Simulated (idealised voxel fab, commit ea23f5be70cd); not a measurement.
Process module heading - voxel self aligned vias
Shown is cross-section cut, with a width of 265 nm and square cells of size 5 nm.
Just so we're on the same page, the cross-sections are grids of square cells, and they're listed out in bands top to bottom, each band one or more rows deep.
Look at the band entry: it leads with the top's height and the bottom's height in nm. Then it lists the materials left to right, with a width in nm for each. The word "throughout" on a single material says that material fills the band edge to edge. The word "blank" is empty space.
Height 0 is the level under which the wafer as received is all one material. The lowest band goes on downwards, as in "top 0, no bottom".
The two numbers in a width such as "30..40" mark its ends across the band: the first belongs to the top row of cells, the second to the bottom row, and from each row to the next the width moves by the same amount.
"no alteration" -> step changed no cross-section cell.
"Sealed internal cavities" lists enclosed empty spaces (at least 8 cells, no open path upward to the top), each as width x height at distance from the left edge, in nm.
Where a step's line continues beyond its settings, the continuation is a remark by the simulator itself on that step.
overlay nm: right-of-plan distance of the mask on a masked step; negative values mean left-of-plan.
PROCESS STEPS FORESEEN IN THE PLAN
1 RECEIVE, material Si
2 CONFORMAL_DEP, material SiO2, thk nm 15
3 CONFORMAL_DEP, material SiCN, thk nm 5
4 DIRECTIONAL_DEP, material lowk, thk nm 30
5 PATTERN, tone open, mask id LINES, material resist, width nm 20, pitch nm 65, thk nm 20, overlay nm 0
6 DIRECTIONAL_ETCH, etch materials lowk, depth nm 30
7 STRIP, etch materials resist
8 CONFORMAL_DEP, material TiN, thk nm 5
9 FILL_DEP, material W, thk nm 5
10 CMP, height nm 50
11 SELECTIVE_ETCH, etch materials W Ru TiN, depth nm 5
12 FILL_DEP, material SiN, thk nm 10
13 CMP, height nm 50
14 DIRECTIONAL_DEP, material lowk, thk nm 20
15 DIRECTIONAL_DEP, material aC, thk nm 10
16 PATTERN, tone open, mask id VIAS, material resist, width nm 40, pitch nm 65, thk nm 30, overlay nm 0
17 DIRECTIONAL_ETCH, etch materials aC, depth nm 10
18 STRIP, etch materials resist
19 DIRECTIONAL_ETCH, etch materials lowk, depth nm 20
20 DIRECTIONAL_ETCH, etch materials SiN, depth nm 5
21 STRIP, etch materials aC
22 CONFORMAL_DEP, material TiN, thk nm 5
23 FILL_DEP, material W, thk nm 5
24 CMP, height nm 70
25 CONFORMAL_DEP, material SiCN, thk nm 5
WAFER AS RECEIVED: CROSS-SECTION FOLLOWING STEP 1
* top 0, no bottom | Si throughout
* Sealed internal cavities: none
FIRST OF TWO WAFERS: CROSS-SECTION AT END OF MODULE, RUN PER PLAN
* top 75, bottom 70 | SiCN throughout
* top 70, bottom 55 | 80 nm lowk; 5 nm TiN; 30 nm W; 5 nm TiN; 25 nm lowk; 5 nm TiN; 30 nm W; 5 nm TiN; 80 nm lowk
* top 55, bottom 50 | 80 nm lowk; 15 nm TiN; 10 nm W; 15 nm TiN; 25 nm lowk; 15 nm TiN; 10 nm W; 15 nm TiN; 80 nm lowk
* top 50, bottom 45 | 90 nm lowk; 20 nm TiN; 45 nm lowk; 20 nm TiN; 90 nm lowk
* top 45, bottom 25 | 90 nm lowk; 5 nm TiN; 10 nm W; 5 nm TiN; 45 nm lowk; 5 nm TiN; 10 nm W; 5 nm TiN; 90 nm lowk
* top 25, bottom 20 | 90 nm lowk; 20 nm TiN; 45 nm lowk; 20 nm TiN; 90 nm lowk
* top 20, bottom 15 | SiCN throughout
* top 15, bottom 0 | SiO2 throughout
* top 0, no bottom | Si throughout
* Sealed internal cavities: none
CROSS-SECTIONAL IMAGE OF THE SECOND WAFER OF THE TWO FOLLOWING COMPLETION OF THE MODULE. STARTING STATE AND PROCESS PLAN WERE THE SAME AS FOR THE FIRST WAFER; ONE EXECUTION ERROR OCCURRED
* top 75, bottom 70 | SiCN throughout
* top 70, bottom 55 | 85 nm lowk; 5 nm TiN; 30 nm W; 5 nm TiN; 25 nm lowk; 5 nm TiN; 30 nm W; 5 nm TiN; 75 nm lowk
* top 55, bottom 50 | 85 nm lowk; 10 nm TiN; 10 nm W; 20 nm TiN; 25 nm lowk; 10 nm TiN; 10 nm W; 20 nm TiN; 75 nm lowk
* top 50, bottom 45 | 90 nm lowk; 20 nm TiN; 45 nm lowk; 20 nm TiN; 90 nm lowk
* top 45, bottom 25 | 90 nm lowk; 5 nm TiN; 10 nm W; 5 nm TiN; 45 nm lowk; 5 nm TiN; 10 nm W; 5 nm TiN; 90 nm lowk
* top 25, bottom 20 | 90 nm lowk; 20 nm TiN; 45 nm lowk; 20 nm TiN; 90 nm lowk
* top 20, bottom 15 | SiCN throughout
* top 15, bottom 0 | SiO2 throughout
* top 0, no bottom | Si throughout
* Sealed internal cavities: none
Here's what went sideways: it should be noted that step 16 was executed with settings other than those planned, the operation and settings actually applied being PATTERN, tone open, mask id VIAS, material resist, width nm 40, pitch nm 65, thk nm 30, overlay nm 5
Heads up: at the end the two wafers have identical cell counts per material, they're just laid out differently.
